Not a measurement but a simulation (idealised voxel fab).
process module | voxel transistor to metal
cross-section cut | 145 nm wide | cells 5 nm
A cross-section is a grid of square cells, given in bands from the top down. A band is one or more rows of cells.
Each band's line starts with the height of the band's top and of its bottom, in nm. Then come its materials from left to right, each with its width in nm. One material with "throughout" fills the band from edge to edge. "air" is empty space.
Height 0 is the level under which the wafer as received is all one material. The lowest band goes on downwards, as in "0 down".
A width such as "30 to 40" changes by the same amount from each row of cells to the next, from the band's top row to its bottom row.
"no change" after a step means that no cell of the cross-section changed.
closed voids: empty space of 8 cells or more with no open way to the top, each as width x height at its distance from the left edge, in nm
after a step's settings: what the simulator itself notes on the step
overlay nm, on a step with a mask: how far to the right of its planned place the mask lay; to the left if negative
Each pair below shows a cross-section before one step and the cross-section after it, down to the lowest band that changed. The line under each pair gives the step between them, with its settings. The pairs can come from different runs of this module on the same starting wafer, so a pair continues from the pair above only where its "before" says so.
before
  0 down: Si throughout
  closed voids: none
after
  0 to -5: SiO2 throughout
  below -5: unchanged
  closed voids: none
the step between: op OXIDIZE | depth nm 5
before: the cross-section after the pair above
after
  10 to 0: SiN throughout
  below 0: unchanged
  closed voids: none
the step between: op CONFORMAL_DEP | material SiN | thk nm 10
before: the cross-section after the pair above
after
  25 to 10: air 30 | resist 85 | air 30
  below 10: unchanged
  closed voids: none
the step between: op PATTERN | tone cover | mask id ACTIVE | material resist | width nm 85 | thk nm 15 | overlay nm 0
before: the cross-section after the pair above
after
  25 to 10: air 30 | resist 85 | air 30
  10 to 0: air 30 | SiN 85 | air 30
  below 0: unchanged
  closed voids: none
the step between: op DIRECTIONAL_ETCH | etch materials SiN | depth nm 10
before: the cross-section after the pair above
after
  25 to 10: air 30 | resist 85 | air 30
  10 to 0: air 30 | SiN 85 | air 30
  0 to -5: air 30 | SiO2 85 | air 30
  below -5: unchanged
  closed voids: none
the step between: op DIRECTIONAL_ETCH | etch materials SiO2 | depth nm 5
before: the cross-section after the pair above
after
  25 to 10: air 30 | resist 85 | air 30
  10 to 0: air 30 | SiN 85 | air 30
  0 to -5: air 30 | SiO2 85 | air 30
  -5 to -30: air 30 | Si 85 | air 30
  below -30: unchanged
  closed voids: none
the step between: op DIRECTIONAL_ETCH | etch materials Si | depth nm 25
before: the cross-section after the pair above
after
  10 to 0: air 30 | SiN 85 | air 30
  below 0: unchanged
  closed voids: none
the step between: op STRIP | etch materials resist
before: the cross-section after the pair above
after
  15 to 10: SiO2 throughout
  10 to 0: SiO2 30 | SiN 85 | SiO2 30
  0 to -5: SiO2 throughout
  -5 to -30: SiO2 30 | Si 85 | SiO2 30
  below -30: unchanged
  closed voids: none
the step between: op FILL_DEP | material SiO2 | thk nm 5
before: the cross-section after the pair above
after
  10 to 0: SiO2 30 | SiN 85 | SiO2 30
  below 0: unchanged
  closed voids: none
the step between: op CMP | height nm 10
before: the cross-section after the pair above
after
  10 to 5: air 30 | SiN 85 | air 30
  below 5: unchanged
  closed voids: none
the step between: op SELECTIVE_ETCH | etch materials SiO2 | depth nm 5
before: the cross-section after the pair above
after
  5 to 0: SiO2 30 | air 85 | SiO2 30
  below 0: unchanged
  closed voids: none
the step between: op STRIP | etch materials SiN
before: the cross-section after the pair above
after
  0 to -5: SiO2 25 | air 95 | SiO2 25
  below -5: unchanged
  closed voids: none
the step between: op SELECTIVE_ETCH | etch materials SiO2 | depth nm 5
before: the cross-section after the pair above
after
  0 to -5: SiO2 25 | air 95 | SiO2 25
  -5 to -10: SiO2 throughout
  below -10: unchanged
  closed voids: none
the step between: op OXIDIZE | depth nm 5
before: the cross-section after the pair above
after
  25 to 20: polySi 25 | air 95 | polySi 25
  20 to 0: polySi throughout
  0 to -5: SiO2 25 | polySi 95 | SiO2 25
  below -5: unchanged
  closed voids: none
the step between: op DIRECTIONAL_DEP | material polySi | thk nm 25
before: the cross-section after the pair above
after
  40 to 35: SiCN 25 | air 95 | SiCN 25
  35 to 25: SiCN throughout
  25 to 20: polySi 25 | SiCN 95 | polySi 25
  below 20: unchanged
  closed voids: none
the step between: op DIRECTIONAL_DEP | material SiCN | thk nm 15
before: the cross-section after the pair above
after
  35 to 25: air 65 | SiCN 15 | air 65
  25 to 20: polySi 25 | air 40 | SiCN 15 | air 40 | polySi 25
  below 20: unchanged
  closed voids: none
the step between: op MASKED_ETCH | tone cover | mask id GATE | width nm 15 | etch materials SiCN | depth nm 25 | overlay nm 0
before: the cross-section after the pair above
after
  35 to 20: air 65 | SiCN 15 | air 65
  20 to 0: air 65 | polySi 15 | air 65
  0 to -5: SiO2 25 | air 40 | polySi 15 | air 40 | SiO2 25
  below -5: unchanged
  closed voids: none
the step between: op MASKED_ETCH | tone cover | mask id GATE | width nm 15 | etch materials polySi | depth nm 35 | overlay nm 0
before: the cross-section after the pair above
after
  40 to 35: air 60 | SiO2 25 | air 60
  35 to 20: air 60 | SiO2 5 | SiCN 15 | SiO2 5 | air 60
  20 to 5: air 60 | SiO2 5 | polySi 15 | SiO2 5 | air 60
  5 to 0: SiO2 30 | air 30 | SiO2 5 | polySi 15 | SiO2 5 | air 30 | SiO2 30
  0 to -5: SiO2 65 | polySi 15 | SiO2 65
  below -5: unchanged
  closed voids: none
the step between: op CONFORMAL_DEP | material SiO2 | thk nm 5
before: the cross-section after the pair above
after
  35 to 20: air 60 | SiO2 5 | SiCN 15 | SiO2 5 | air 60
  20 to 0: air 60 | SiO2 5 | polySi 15 | SiO2 5 | air 60
  0 to -5: SiO2 30 | air 30 | SiO2 5 | polySi 15 | SiO2 5 | air 30 | SiO2 30
  below -5: unchanged
  closed voids: none
the step between: op DIRECTIONAL_ETCH | etch materials SiO2 | depth nm 5
before: the cross-section after the pair above
after
  45 to 35: air 50 | SiN 45 | air 50
  35 to 20: air 50 | SiN 10 | SiO2 5 | SiCN 15 | SiO2 5 | SiN 10 | air 50
  20 to 10: air 50 | SiN 10 | SiO2 5 | polySi 15 | SiO2 5 | SiN 10 | air 50
  10 to 5: SiN 40 | air 10 | SiN 10 | SiO2 5 | polySi 15 | SiO2 5 | SiN 10 | air 10 | SiN 40
  5 to 0: SiN 60 | SiO2 5 | polySi 15 | SiO2 5 | SiN 60
  0 to -5: SiO2 30 | SiN 30 | SiO2 5 | polySi 15 | SiO2 5 | SiN 30 | SiO2 30
  below -5: unchanged
  closed voids: none
the step between: op CONFORMAL_DEP | material SiN | thk nm 10
before: the cross-section after the pair above
after
  35 to 20: air 50 | SiN 10 | SiO2 5 | SiCN 15 | SiO2 5 | SiN 10 | air 50
  20 to 0: air 50 | SiN 10 | SiO2 5 | polySi 15 | SiO2 5 | SiN 10 | air 50
  0 to -5: SiO2 30 | SiN 10 | air 10 | SiN 10 | SiO2 5 | polySi 15 | SiO2 5 | SiN 10 | air 10 | SiN 10 | SiO2 30
  below -5: unchanged
  closed voids: none
the step between: op DIRECTIONAL_ETCH | etch materials SiN | depth nm 10
before: the cross-section after the pair above
after
  35 to 30: air 50 | SiN 10 | air 5 | SiCN 15 | air 5 | SiN 10 | air 50
  30 to 20: air 50 | SiN 10 | SiO2 5 | SiCN 15 | SiO2 5 | SiN 10 | air 50
  20 to 0: air 50 | SiN 10 | SiO2 5 | polySi 15 | SiO2 5 | SiN 10 | air 50
  0 to -5: air 30 | SiN 10 | air 10 | SiN 10 | SiO2 5 | polySi 15 | SiO2 5 | SiN 10 | air 10 | SiN 10 | air 30
  -5 to -10: SiO2 40 | air 10 | SiO2 45 | air 10 | SiO2 40
  below -10: unchanged
  closed voids: none
the step between: op DIRECTIONAL_ETCH | etch materials SiO2 | depth nm 5
before: the cross-section after the pair above
after
  35 to 30: air 50 | SiN 10 | air 5 | SiCN 15 | air 5 | SiN 10 | air 50
  30 to 20: air 50 | SiN 10 | SiO2 5 | SiCN 15 | SiO2 5 | SiN 10 | air 50
  20 to 0: air 50 | SiN 10 | SiO2 5 | polySi 15 | SiO2 5 | SiN 10 | air 50
  0 to -5: air 30 | SiN 10 | air 10 | SiN 10 | SiO2 5 | polySi 15 | SiO2 5 | SiN 10 | air 10 | SiN 10 | air 30
  -5 to -10: SiO2 40 | air 10 | SiO2 45 | air 10 | SiO2 40
  -10 to -15: SiO2 30 | Si 10 | air 10 | Si 45 | air 10 | Si 10 | SiO2 30
  below -15: unchanged
  closed voids: none
the step between: op DIRECTIONAL_ETCH | etch materials Si | depth nm 5
before: the cross-section after the pair above
after
  35 to 30: air 50 | SiN 10 | air 5 | SiCN 15 | air 5 | SiN 10 | air 50
  30 to 20: air 50 | SiN 10 | SiO2 5 | SiCN 15 | SiO2 5 | SiN 10 | air 50
  20 to 0: air 50 | SiN 10 | SiO2 5 | polySi 15 | SiO2 5 | SiN 10 | air 50
  0 to -5: air 30 | SiN 10 | air 10 | SiN 10 | SiO2 5 | polySi 15 | SiO2 5 | SiN 10 | air 10 | SiN 10 | air 30
  -5 to -10: SiO2 40 | SiGe 10 | SiO2 45 | SiGe 10 | SiO2 40
  -10 to -15: SiO2 30 | Si 10 | SiGe 10 | Si 45 | SiGe 10 | Si 10 | SiO2 30
  below -15: unchanged
  closed voids: none
the step between: op EPI | material SiGe | thk nm 5
before: the cross-section after the pair above
after
  45 to 35: SiO2 throughout
  35 to 20: SiO2 50 | SiN 10 | SiO2 5 | SiCN 15 | SiO2 5 | SiN 10 | SiO2 50
  20 to 0: SiO2 50 | SiN 10 | SiO2 5 | polySi 15 | SiO2 5 | SiN 10 | SiO2 50
  0 to -5: SiO2 30 | SiN 10 | SiO2 10 | SiN 10 | SiO2 5 | polySi 15 | SiO2 5 | SiN 10 | SiO2 10 | SiN 10 | SiO2 30
  below -5: unchanged
  closed voids: none
the step between: op FILL_DEP | material SiO2 | thk nm 10
before: the cross-section after the pair above
after
  35 to 20: SiO2 50 | SiN 10 | SiO2 5 | SiCN 15 | SiO2 5 | SiN 10 | SiO2 50
  below 20: unchanged
  closed voids: none
the step between: op CMP | height nm 35
before: the cross-section after the pair above
after
  50 to 35: SiO2 throughout
  below 35: unchanged
  closed voids: none
the step between: op DIRECTIONAL_DEP | material SiO2 | thk nm 15
before: the cross-section after the pair above
after
  65 to 50: resist 35 | air 25 | resist 25 | air 25 | resist 35
  below 50: unchanged
  closed voids: none
the step between: op PATTERN | tone open | mask id CONTACT | material resist | width nm 25 | pitch nm 50 | thk nm 15 | overlay nm 0
before: the cross-section after the pair above
after
  65 to 50: resist 35 | air 25 | resist 25 | air 25 | resist 35
  50 to 35: SiO2 35 | air 25 | SiO2 25 | air 25 | SiO2 35
  35 to 20: SiO2 35 | air 15 | SiN 10 | SiO2 5 | SiCN 15 | SiO2 5 | SiN 10 | air 15 | SiO2 35
  20 to 0: SiO2 35 | air 15 | SiN 10 | SiO2 5 | polySi 15 | SiO2 5 | SiN 10 | air 15 | SiO2 35
  0 to -5: SiO2 30 | SiN 10 | air 10 | SiN 10 | SiO2 5 | polySi 15 | SiO2 5 | SiN 10 | air 10 | SiN 10 | SiO2 30
  below -5: unchanged
  closed voids: none
the step between: op DIRECTIONAL_ETCH | etch materials SiO2 | depth nm 55
before: the cross-section after the pair above
after
  50 to 35: SiO2 35 | air 25 | SiO2 25 | air 25 | SiO2 35
  below 35: unchanged
  closed voids: none
the step between: op STRIP | etch materials resist
before: the cross-section after the pair above
after
  55 to 50: TiN 40 | air 15 | TiN 35 | air 15 | TiN 40
  50 to 40: SiO2 35 | TiN 5 | air 15 | TiN 5 | SiO2 25 | TiN 5 | air 15 | TiN 5 | SiO2 35
  40 to 35: SiO2 35 | TiN 5 | air 5 | TiN 15 | SiO2 25 | TiN 15 | air 5 | TiN 5 | SiO2 35
  35 to 20: SiO2 35 | TiN 5 | air 5 | TiN 5 | SiN 10 | SiO2 5 | SiCN 15 | SiO2 5 | SiN 10 | TiN 5 | air 5 | TiN 5 | SiO2 35
  20 to 5: SiO2 35 | TiN 5 | air 5 | TiN 5 | SiN 10 | SiO2 5 | polySi 15 | SiO2 5 | SiN 10 | TiN 5 | air 5 | TiN 5 | SiO2 35
  5 to 0: SiO2 35 | TiN 15 | SiN 10 | SiO2 5 | polySi 15 | SiO2 5 | SiN 10 | TiN 15 | SiO2 35
  0 to -5: SiO2 30 | SiN 10 | TiN 10 | SiN 10 | SiO2 5 | polySi 15 | SiO2 5 | SiN 10 | TiN 10 | SiN 10 | SiO2 30
  below -5: unchanged
  closed voids: none
the step between: op CONFORMAL_DEP | material TiN | thk nm 5
before: the cross-section after the pair above
after
  60 to 55: W throughout
  55 to 50: TiN 40 | W 15 | TiN 35 | W 15 | TiN 40
  50 to 40: SiO2 35 | TiN 5 | W 15 | TiN 5 | SiO2 25 | TiN 5 | W 15 | TiN 5 | SiO2 35
  40 to 35: SiO2 35 | TiN 5 | W 5 | TiN 15 | SiO2 25 | TiN 15 | W 5 | TiN 5 | SiO2 35
  35 to 20: SiO2 35 | TiN 5 | W 5 | TiN 5 | SiN 10 | SiO2 5 | SiCN 15 | SiO2 5 | SiN 10 | TiN 5 | W 5 | TiN 5 | SiO2 35
  20 to 5: SiO2 35 | TiN 5 | W 5 | TiN 5 | SiN 10 | SiO2 5 | polySi 15 | SiO2 5 | SiN 10 | TiN 5 | W 5 | TiN 5 | SiO2 35
  below 5: unchanged
  closed voids: none
the step between: op FILL_DEP | material W | thk nm 5
before: the cross-section after the pair above
after
  50 to 40: SiO2 35 | TiN 5 | W 15 | TiN 5 | SiO2 25 | TiN 5 | W 15 | TiN 5 | SiO2 35
  below 40: unchanged
  closed voids: none
the step between: op CMP | height nm 50
before: the cross-section after the pair above
after
  55 to 50: TiN throughout
  below 50: unchanged
  closed voids: none
the step between: op DIRECTIONAL_DEP | material TiN | thk nm 5
before: the cross-section after the pair above
after
  80 to 55: W throughout
  below 55: unchanged
  closed voids: none
the step between: op DIRECTIONAL_DEP | material W | thk nm 25
before: the cross-section after the pair above
after
  80 to 55: air 35 | W 15 | air 45 | W 15 | air 35
  below 55: unchanged
  closed voids: none
the step between: op MASKED_ETCH | tone cover | mask id METAL_1 | width nm 15 | pitch nm 60 | etch materials W | depth nm 25 | overlay nm 0
before: the cross-section after the pair above
after
  80 to 55: air 35 | W 15 | air 45 | W 15 | air 35
  55 to 50: air 35 | TiN 15 | air 45 | TiN 15 | air 35
  below 50: unchanged
  closed voids: none
the step between: op MASKED_ETCH | tone cover | mask id METAL_1 | width nm 15 | pitch nm 60 | etch materials TiN | depth nm 5 | overlay nm 0
before: the cross-section after the pair above
after
  85 to 80: air 30 | SiCN 25 | air 35 | SiCN 25 | air 30
  80 to 55: air 30 | SiCN 5 | W 15 | SiCN 5 | air 35 | SiCN 5 | W 15 | SiCN 5 | air 30
  55 to 50: SiCN 35 | TiN 15 | SiCN 45 | TiN 15 | SiCN 35
  below 50: unchanged
  closed voids: none
the step between: op CONFORMAL_DEP | material SiCN | thk nm 5
before: the cross-section after the pair above
after
  95 to 85: SiO2 throughout
  85 to 80: SiO2 30 | SiCN 25 | SiO2 35 | SiCN 25 | SiO2 30
  80 to 55: SiO2 30 | SiCN 5 | W 15 | SiCN 5 | SiO2 35 | SiCN 5 | W 15 | SiCN 5 | SiO2 30
  below 55: unchanged
  closed voids: none
the step between: op FILL_DEP | material SiO2 | thk nm 10
before: the cross-section after the pair above
after
  80 to 55: SiO2 30 | SiCN 5 | W 15 | SiCN 5 | SiO2 35 | SiCN 5 | W 15 | SiCN 5 | SiO2 30
  below 55: unchanged
  closed voids: none
the step between: op CMP | height nm 80
before: the cross-section after the pair above
after
  85 to 80: SiCN throughout
  below 80: unchanged
  closed voids: none
the step between: op CONFORMAL_DEP | material SiCN | thk nm 5
before
  35 to 20: air 65 | SiCN 15 | air 65
  20 to 0: air 65 | polySi 15 | air 65
  0 to -5: SiO2 25 | air 40 | polySi 15 | air 40 | SiO2 25
  -5 to -10: SiO2 throughout
  -10 to -30: SiO2 30 | Si 85 | SiO2 30
  -30 down: Si throughout
  closed voids: none
after
  35 to 20: air 65 | SiCN 15 | air 65
  20 to -5: air 65 | polySi 15 | air 65
  -5 to -10: SiO2 25 | air 40 | SiO2 15 | air 40 | SiO2 25
  below -10: unchanged
  closed voids: none
the step between: op DIRECTIONAL_ETCH | etch materials SiO2 | depth nm 5
before: the cross-section after the pair above
after
  45 to 35: air 55 | SiN 35 | air 55
  35 to 20: air 55 | SiN 10 | SiCN 15 | SiN 10 | air 55
  20 to 5: air 55 | SiN 10 | polySi 15 | SiN 10 | air 55
  5 to 0: SiN 35 | air 20 | SiN 10 | polySi 15 | SiN 10 | air 20 | SiN 35
  0 to -5: SiN 65 | polySi 15 | SiN 65
  -5 to -10: SiO2 25 | SiN 40 | SiO2 15 | SiN 40 | SiO2 25
  below -10: unchanged
  closed voids: none
the step between: op CONFORMAL_DEP | material SiN | thk nm 10
before: the cross-section after the pair above
after
  35 to 20: air 55 | SiN 10 | SiCN 15 | SiN 10 | air 55
  20 to -5: air 55 | SiN 10 | polySi 15 | SiN 10 | air 55
  -5 to -10: SiO2 25 | SiN 10 | air 20 | SiN 10 | SiO2 15 | SiN 10 | air 20 | SiN 10 | SiO2 25
  below -10: unchanged
  closed voids: none
the step between: op DIRECTIONAL_ETCH | etch materials SiN | depth nm 10
before: the cross-section after the pair above
after
  35 to 20: air 55 | SiN 10 | SiCN 15 | SiN 10 | air 55
  20 to -5: air 55 | SiN 10 | polySi 15 | SiN 10 | air 55
  -5 to -10: air 25 | SiN 10 | air 20 | SiN 10 | SiO2 15 | SiN 10 | air 20 | SiN 10 | air 25
  below -10: unchanged
  closed voids: none
the step between: op DIRECTIONAL_ETCH | etch materials SiO2 | depth nm 5
before: the cross-section after the pair above
after
  35 to 20: air 55 | SiN 10 | SiCN 15 | SiN 10 | air 55
  20 to -5: air 55 | SiN 10 | polySi 15 | SiN 10 | air 55
  -5 to -10: air 25 | SiN 10 | air 20 | SiN 10 | SiO2 15 | SiN 10 | air 20 | SiN 10 | air 25
  -10 to -15: SiO2 30 | Si 5 | air 20 | Si 35 | air 20 | Si 5 | SiO2 30
  below -15: unchanged
  closed voids: none
the step between: op DIRECTIONAL_ETCH | etch materials Si | depth nm 5
before: the cross-section after the pair above
after
  35 to 20: air 55 | SiN 10 | SiCN 15 | SiN 10 | air 55
  20 to -5: air 55 | SiN 10 | polySi 15 | SiN 10 | air 55
  -5 to -10: air 25 | SiN 10 | SiGe 5 | air 10 | SiGe 5 | SiN 10 | SiO2 15 | SiN 10 | SiGe 5 | air 10 | SiGe 5 | SiN 10 | air 25
  -10 to -15: SiO2 30 | Si 5 | SiGe 20 | Si 35 | SiGe 20 | Si 5 | SiO2 30
  below -15: unchanged
  closed voids: none
the step between: op EPI | material SiGe | thk nm 5
before: the cross-section after the pair above
after
  45 to 35: SiO2 throughout
  35 to 20: SiO2 55 | SiN 10 | SiCN 15 | SiN 10 | SiO2 55
  20 to -5: SiO2 55 | SiN 10 | polySi 15 | SiN 10 | SiO2 55
  -5 to -10: SiO2 25 | SiN 10 | SiGe 5 | SiO2 10 | SiGe 5 | SiN 10 | SiO2 15 | SiN 10 | SiGe 5 | SiO2 10 | SiGe 5 | SiN 10 | SiO2 25
  below -10: unchanged
  closed voids: none
the step between: op FILL_DEP | material SiO2 | thk nm 10
before: the cross-section after the pair above
after
  35 to 20: SiO2 55 | SiN 10 | SiCN 15 | SiN 10 | SiO2 55
  below 20: unchanged
  closed voids: none
the step between: op CMP | height nm 35
before: the cross-section after the pair above
after
  50 to 35: SiO2 throughout
  below 35: unchanged
  closed voids: none
the step between: op DIRECTIONAL_DEP | material SiO2 | thk nm 15
before: the cross-section after the pair above
after
  65 to 50: resist 35 | air 25 | resist 25 | air 25 | resist 35
  below 50: unchanged
  closed voids: none
the step between: op PATTERN | tone open | mask id CONTACT | material resist | width nm 25 | pitch nm 50 | thk nm 15 | overlay nm 0
before: the cross-section after the pair above
after
  65 to 50: resist 35 | air 25 | resist 25 | air 25 | resist 35
  50 to 35: SiO2 35 | air 25 | SiO2 25 | air 25 | SiO2 35
  35 to 20: SiO2 35 | air 20 | SiN 10 | SiCN 15 | SiN 10 | air 20 | SiO2 35
  20 to -5: SiO2 35 | air 20 | SiN 10 | polySi 15 | SiN 10 | air 20 | SiO2 35
  below -5: unchanged
  closed voids: none
the step between: op DIRECTIONAL_ETCH | etch materials SiO2 | depth nm 55
before: the cross-section after the pair above
after
  50 to 35: SiO2 35 | air 25 | SiO2 25 | air 25 | SiO2 35
  below 35: unchanged
  closed voids: none
the step between: op STRIP | etch materials resist
before: the cross-section after the pair above
after
  55 to 50: TiN 40 | air 15 | TiN 35 | air 15 | TiN 40
  50 to 40: SiO2 35 | TiN 5 | air 15 | TiN 5 | SiO2 25 | TiN 5 | air 15 | TiN 5 | SiO2 35
  40 to 35: SiO2 35 | TiN 5 | air 10 | TiN 10 | SiO2 25 | TiN 10 | air 10 | TiN 5 | SiO2 35
  35 to 20: SiO2 35 | TiN 5 | air 10 | TiN 5 | SiN 10 | SiCN 15 | SiN 10 | TiN 5 | air 10 | TiN 5 | SiO2 35
  20 to 0: SiO2 35 | TiN 5 | air 10 | TiN 5 | SiN 10 | polySi 15 | SiN 10 | TiN 5 | air 10 | TiN 5 | SiO2 35
  0 to -5: SiO2 35 | TiN 20 | SiN 10 | polySi 15 | SiN 10 | TiN 20 | SiO2 35
  below -5: unchanged
  closed voids: none
the step between: op CONFORMAL_DEP | material TiN | thk nm 5
before: the cross-section after the pair above
after
  60 to 55: W throughout
  55 to 50: TiN 40 | W 15 | TiN 35 | W 15 | TiN 40
  50 to 40: SiO2 35 | TiN 5 | W 15 | TiN 5 | SiO2 25 | TiN 5 | W 15 | TiN 5 | SiO2 35
  40 to 35: SiO2 35 | TiN 5 | W 10 | TiN 10 | SiO2 25 | TiN 10 | W 10 | TiN 5 | SiO2 35
  35 to 20: SiO2 35 | TiN 5 | W 10 | TiN 5 | SiN 10 | SiCN 15 | SiN 10 | TiN 5 | W 10 | TiN 5 | SiO2 35
  20 to 0: SiO2 35 | TiN 5 | W 10 | TiN 5 | SiN 10 | polySi 15 | SiN 10 | TiN 5 | W 10 | TiN 5 | SiO2 35
  below 0: unchanged
  closed voids: none
the step between: op FILL_DEP | material W | thk nm 5
before: the cross-section after the pair above
after
  50 to 40: SiO2 35 | TiN 5 | W 15 | TiN 5 | SiO2 25 | TiN 5 | W 15 | TiN 5 | SiO2 35
  below 40: unchanged
  closed voids: none
the step between: op CMP | height nm 50
before: the cross-section after the pair above
after
  55 to 50: TiN throughout
  below 50: unchanged
  closed voids: none
the step between: op DIRECTIONAL_DEP | material TiN | thk nm 5
before: the cross-section after the pair above
after
  80 to 55: W throughout
  below 55: unchanged
  closed voids: none
the step between: op DIRECTIONAL_DEP | material W | thk nm 25
before: the cross-section after the pair above
after
  80 to 55: air 35 | W 15 | air 45 | W 15 | air 35
  below 55: unchanged
  closed voids: none
the step between: op MASKED_ETCH | tone cover | mask id METAL_1 | width nm 15 | pitch nm 60 | etch materials W | depth nm 25 | overlay nm 0
before: the cross-section after the pair above
after
  80 to 55: air 35 | W 15 | air 45 | W 15 | air 35
  55 to 50: air 35 | TiN 15 | air 45 | TiN 15 | air 35
  below 50: unchanged
  closed voids: none
the step between: op MASKED_ETCH | tone cover | mask id METAL_1 | width nm 15 | pitch nm 60 | etch materials TiN | depth nm 5 | overlay nm 0
before: the cross-section after the pair above
after
  85 to 80: air 30 | SiCN 25 | air 35 | SiCN 25 | air 30
  80 to 55: air 30 | SiCN 5 | W 15 | SiCN 5 | air 35 | SiCN 5 | W 15 | SiCN 5 | air 30
  55 to 50: SiCN 35 | TiN 15 | SiCN 45 | TiN 15 | SiCN 35
  below 50: unchanged
  closed voids: none
the step between: op CONFORMAL_DEP | material SiCN | thk nm 5
before: the cross-section after the pair above
after
  95 to 85: SiO2 throughout
  85 to 80: SiO2 30 | SiCN 25 | SiO2 35 | SiCN 25 | SiO2 30
  80 to 55: SiO2 30 | SiCN 5 | W 15 | SiCN 5 | SiO2 35 | SiCN 5 | W 15 | SiCN 5 | SiO2 30
  below 55: unchanged
  closed voids: none
the step between: op FILL_DEP | material SiO2 | thk nm 10
before: the cross-section after the pair above
after
  80 to 55: SiO2 30 | SiCN 5 | W 15 | SiCN 5 | SiO2 35 | SiCN 5 | W 15 | SiCN 5 | SiO2 30
  below 55: unchanged
  closed voids: none
the step between: op CMP | height nm 80
before: the cross-section after the pair above
after
  85 to 80: SiCN throughout
  below 80: unchanged
  closed voids: none
the step between: op CONFORMAL_DEP | material SiCN | thk nm 5
before
  40 to 35: SiCN 25 | air 95 | SiCN 25
  35 to 25: SiCN throughout
  25 to 20: polySi 25 | SiCN 95 | polySi 25
  20 to 0: polySi throughout
  0 to -5: SiO2 25 | polySi 95 | SiO2 25
  -5 to -10: SiO2 throughout
  -10 to -30: SiO2 30 | Si 85 | SiO2 30
  -30 down: Si throughout
  closed voids: none
after
  55 to 50: SiCN 25 | air 95 | SiCN 25
  50 to 25: SiCN throughout
  below 25: unchanged
  closed voids: none
the step between: op DIRECTIONAL_DEP | material SiCN | thk nm 15
before: the cross-section after the pair above
after
  50 to 30: air 65 | SiCN 15 | air 65
  30 to 25: SiCN 25 | air 40 | SiCN 15 | air 40 | SiCN 25
  below 25: unchanged
  closed voids: none
the step between: op MASKED_ETCH | tone cover | mask id GATE | width nm 15 | etch materials SiCN | depth nm 25 | overlay nm 0
before: the cross-section after the pair above
after
  55 to 50: air 60 | SiO2 25 | air 60
  50 to 35: air 60 | SiO2 5 | SiCN 15 | SiO2 5 | air 60
  35 to 30: SiO2 30 | air 30 | SiO2 5 | SiCN 15 | SiO2 5 | air 30 | SiO2 30
  30 to 25: SiCN 25 | SiO2 40 | SiCN 15 | SiO2 40 | SiCN 25
  below 25: unchanged
  closed voids: none
the step between: op CONFORMAL_DEP | material SiO2 | thk nm 5
before: the cross-section after the pair above
after
  50 to 30: air 60 | SiO2 5 | SiCN 15 | SiO2 5 | air 60
  30 to 25: SiCN 25 | SiO2 5 | air 30 | SiO2 5 | SiCN 15 | SiO2 5 | air 30 | SiO2 5 | SiCN 25
  below 25: unchanged
  closed voids: none
the step between: op DIRECTIONAL_ETCH | etch materials SiO2 | depth nm 5
before: the cross-section after the pair above
after
  60 to 50: air 50 | SiN 45 | air 50
  50 to 40: air 50 | SiN 10 | SiO2 5 | SiCN 15 | SiO2 5 | SiN 10 | air 50
  40 to 35: SiN 40 | air 10 | SiN 10 | SiO2 5 | SiCN 15 | SiO2 5 | SiN 10 | air 10 | SiN 40
  35 to 30: SiN 60 | SiO2 5 | SiCN 15 | SiO2 5 | SiN 60
  30 to 25: SiCN 25 | SiO2 5 | SiN 30 | SiO2 5 | SiCN 15 | SiO2 5 | SiN 30 | SiO2 5 | SiCN 25
  below 25: unchanged
  closed voids: none
the step between: op CONFORMAL_DEP | material SiN | thk nm 10
before: the cross-section after the pair above
after
  50 to 30: air 50 | SiN 10 | SiO2 5 | SiCN 15 | SiO2 5 | SiN 10 | air 50
  30 to 25: SiCN 25 | SiO2 5 | SiN 10 | air 10 | SiN 10 | SiO2 5 | SiCN 15 | SiO2 5 | SiN 10 | air 10 | SiN 10 | SiO2 5 | SiCN 25
  below 25: unchanged
  closed voids: none
the step between: op DIRECTIONAL_ETCH | etch materials SiN | depth nm 10
before: the cross-section after the pair above
after
  50 to 45: air 50 | SiN 10 | air 5 | SiCN 15 | air 5 | SiN 10 | air 50
  45 to 30: air 50 | SiN 10 | SiO2 5 | SiCN 15 | SiO2 5 | SiN 10 | air 50
  30 to 25: SiCN 25 | air 5 | SiN 10 | air 10 | SiN 10 | SiO2 5 | SiCN 15 | SiO2 5 | SiN 10 | air 10 | SiN 10 | air 5 | SiCN 25
  below 25: unchanged
  closed voids: none
the step between: op DIRECTIONAL_ETCH | etch materials SiO2 | depth nm 5
before: the cross-section after the pair above
after
  60 to 50: SiO2 throughout
  50 to 30: SiO2 50 | SiN 10 | SiO2 5 | SiCN 15 | SiO2 5 | SiN 10 | SiO2 50
  30 to 25: SiCN 25 | SiO2 5 | SiN 10 | SiO2 10 | SiN 10 | SiO2 5 | SiCN 15 | SiO2 5 | SiN 10 | SiO2 10 | SiN 10 | SiO2 5 | SiCN 25
  below 25: unchanged
  closed voids: none
the step between: op FILL_DEP | material SiO2 | thk nm 10
before: the cross-section after the pair above
after
  35 to 30: SiO2 50 | SiN 10 | SiO2 5 | SiCN 15 | SiO2 5 | SiN 10 | SiO2 50
  below 30: unchanged
  closed voids: none
the step between: op CMP | height nm 35
before: the cross-section after the pair above
after
  50 to 35: SiO2 throughout
  below 35: unchanged
  closed voids: none
the step between: op DIRECTIONAL_DEP | material SiO2 | thk nm 15
before: the cross-section after the pair above
after
  65 to 50: resist 35 | air 25 | resist 25 | air 25 | resist 35
  below 50: unchanged
  closed voids: none
the step between: op PATTERN | tone open | mask id CONTACT | material resist | width nm 25 | pitch nm 50 | thk nm 15 | overlay nm 0
before: the cross-section after the pair above
after
  65 to 50: resist 35 | air 25 | resist 25 | air 25 | resist 35
  50 to 35: SiO2 35 | air 25 | SiO2 25 | air 25 | SiO2 35
  35 to 30: SiO2 35 | air 15 | SiN 10 | SiO2 5 | SiCN 15 | SiO2 5 | SiN 10 | air 15 | SiO2 35
  30 to 25: SiCN 25 | SiO2 5 | SiN 10 | air 10 | SiN 10 | SiO2 5 | SiCN 15 | SiO2 5 | SiN 10 | air 10 | SiN 10 | SiO2 5 | SiCN 25
  below 25: unchanged
  closed voids: none
the step between: op DIRECTIONAL_ETCH | etch materials SiO2 | depth nm 55
before: the cross-section after the pair above
after
  50 to 35: SiO2 35 | air 25 | SiO2 25 | air 25 | SiO2 35
  below 35: unchanged
  closed voids: none
the step between: op STRIP | etch materials resist
